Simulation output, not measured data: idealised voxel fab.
Name of the process module below: voxel lift off
The cross-section on display is named cut; it measures 215 nm wide, and its cells are 5 nm squares.
How to read a cross-section here: the picture is a grid of square cells, written as bands going from the top down, and any band can span one or more rows of cells.
Top, bottom (nm), then materials left to right with widths (nm); lone material tagged "throughout" fills the whole band edge to edge; "air" = empty space.
We count height from 0. Below that, the starting wafer is all one material. The lowest band never ends at the bottom but goes on down; see "0 -> down" for how that is written.
Think of "30->40" as a width that walks from the first number to the second as you go down the band, top row to bottom row, taking equal-sized steps from row to row.
Key: "left unchanged" - step with no changed cell in the cross-section.
"Closed void roster" - sealed voids, min. 8 cells, no opening to top; format: width x height at distance (distance from left edge; nm throughout).
Step line, after settings: the simulator's comment on this step.
You can add "overlay nm" to a step's line. For a step with a mask, it describes how far the mask lay to the right of its planned position, and a negative number describes a lay to the left.

-- Below is the list of planned process steps
- 1: op RECEIVE | material Si
- 2: op CONFORMAL_DEP | material SiN | thk nm 5
- 3: op PATTERN | tone open | mask id LINES | material resist | width nm 20 | pitch nm 45 | thk nm 20 | overlay nm 0
- 4: op DIRECTIONAL_DEP | material Ru | thk nm 5
- 5: op STRIP | etch materials resist
- 6: op CONFORMAL_DEP | material SiCN | thk nm 5
The thk nm used in step 6 is not the same on every wafer, whereas the starting condition is; the value printed in the plan is the first wafer's.

-- First of several wafers (as received, post step 1), cross-sectional view
    0 -> down: Si throughout
    Closed void roster: none

-- The first of several wafers, seen in cross-section after the module's last step, step 6
    15 -> 10: air (45); SiCN (30); air (15); SiCN (30); air (15); SiCN (30); air (50)
    10 -> 5: SiCN (50); Ru (20); SiCN (25); Ru (20); SiCN (25); Ru (20); SiCN (55)
    5 -> 0: SiN throughout
    0 -> down: Si throughout
    Closed void roster: none

-- The last wafer as seen in cross-section at the end of the module
    30 -> 25: air (30); SiCN (150); air (35)
    25 -> 10: SiCN throughout
    10 -> 5: SiCN (50); Ru (20); SiCN (25); Ru (20); SiCN (25); Ru (20); SiCN (55)
    5 -> 0: SiN throughout
    0 -> down: Si throughout
    Closed void roster: none

-- each wafer at the end: cells of each material gained (+) or lost (-) since it was received, then its closed voids
thk nm 5, +12 Ru, +49 SiCN, +43 SiN, Closed void roster: none
thk nm 10, +12 Ru, +98 SiCN, +43 SiN, Closed void roster: none
thk nm 15, +12 Ru, +145 SiCN, +43 SiN, Closed void roster: none
thk nm 20, +12 Ru, +190 SiCN, +43 SiN, Closed void roster: none
